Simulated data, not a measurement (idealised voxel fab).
The following process module bears the name voxel self aligned contacts.
Section cut is 220 nm wide and gridded with 5 nm square cells.
If you're reading a cross-section in this doc, picture square cells in a grid; it comes to you as bands, top ones listed first down to the bottom, and a band can be one or more rows of cells.
It is stipulated that each band's entry specify, in nanometres, the height of the top of the band and then that of its bottom, followed by the materials of the band in left-to-right sequence, each together with its width in nanometres. A single material marked by the word "edge to edge" is understood to fill the band from edge to edge; the word "air" is understood to denote empty space.
Below 0: as-received wafer, all one material; heights counted from there. Lowest band: no bottom, goes on down, written "0..down".
Read "30..40" as a graded width: first number on top, second number at the bottom, same change between each pair of neighbouring rows.
What does "nothing altered" mean for a step? It means no cell of the cross-section changed in that step.
Empty spaces counting at least 8 cells and having no open way to the top are listed in "Internal closed voids". The notation width x height at distance is used for each, the distance being from the left edge and all three values in nm.
Whatever follows a step's settings on its line is a remark the simulator itself makes about that step.
You can add "overlay nm" to a step's line. For a step with a mask, it describes how far the mask lay to the right of its planned position, and a negative number describes a lay to the left.

### The process steps that were planned are listed below
step 1: RECEIVE [material Si]
step 2: CONFORMAL_DEP [material SiO2] [thk nm 5]
step 3: DIRECTIONAL_DEP [material polySi] [thk nm 25]
step 4: DIRECTIONAL_DEP [material SiN] [thk nm 25]
step 5: PATTERN [tone cover] [mask id GATE] [material resist] [width nm 30] [pitch nm 75] [thk nm 20] [overlay nm 0]
step 6: DIRECTIONAL_ETCH [etch materials SiN] [depth nm 25]
step 7: DIRECTIONAL_ETCH [etch materials polySi] [depth nm 25]
step 8: STRIP [etch materials resist]
step 9: CONFORMAL_DEP [material SiN] [thk nm 10]
step 10: DIRECTIONAL_ETCH [etch materials SiN] [depth nm 10]
step 11: FILL_DEP [material SiO2] [thk nm 15]
step 12: CMP [height nm 60]
step 13: MASKED_ETCH [tone open] [mask id CONTACT] [width nm 55] [etch materials SiO2] [depth nm 60] [overlay nm 0]
step 14: CONFORMAL_DEP [material TiN] [thk nm 5]
step 15: FILL_DEP [material W] [thk nm 5]
step 16: CMP [height nm 60]
step 17: CONFORMAL_DEP [material SiCN] [thk nm 5]

### Wafer cross-section on receipt, i.e. after step 1
    0..down: Si edge to edge
    Internal closed voids: none

### First of two wafers, end-of-module section, run followed plan
    65..60: SiCN edge to edge
    60..55: 80 nm SiO2; 20 nm TiN; 15 nm W; 20 nm TiN; 85 nm SiO2
    55..30: 45 nm SiO2; 50 nm SiN; 5 nm TiN; 15 nm W; 5 nm TiN; 50 nm SiN; 50 nm SiO2
    30..5: 45 nm SiO2; 10 nm SiN; 30 nm polySi; 10 nm SiN; 5 nm TiN; 15 nm W; 5 nm TiN; 10 nm SiN; 30 nm polySi; 10 nm SiN; 50 nm SiO2
    5..0: 95 nm SiO2; 25 nm TiN; 100 nm SiO2
    0..down: Si edge to edge
    Internal closed voids: none

### Now the second wafer, cross-sectioned at the end of the module. Nothing different at the start, nothing different in the plan compared with the first, just one mistake when it was actually run
    65..60: SiCN edge to edge
    60..50: 80 nm SiO2; 5..20 nm TiN; 45..15 nm W; 5..20 nm TiN; 85 nm SiO2
    50..25: 45 nm SiO2; 50 nm SiN; 5 nm TiN; 15 nm W; 5 nm TiN; 50 nm SiN; 50 nm SiO2
    25..5: 45 nm SiO2; 10 nm SiN; 30 nm polySi; 10 nm SiN; 5 nm TiN; 15 nm W; 5 nm TiN; 10 nm SiN; 30 nm polySi; 10 nm SiN; 50 nm SiO2
    5..0: 45 nm SiO2; 10 nm SiN; 30 nm polySi; 10 nm SiN; 25 nm TiN; 10 nm SiN; 30 nm polySi; 10 nm SiN; 50 nm SiO2
    0..down: Si edge to edge
    Internal closed voids: none
Nonconformance to the process plan: step 2 of the plan did not run at all; it was left out
At the finish, the second wafer shows more or fewer cells for some materials than the first does: SiO2 -6; W +6
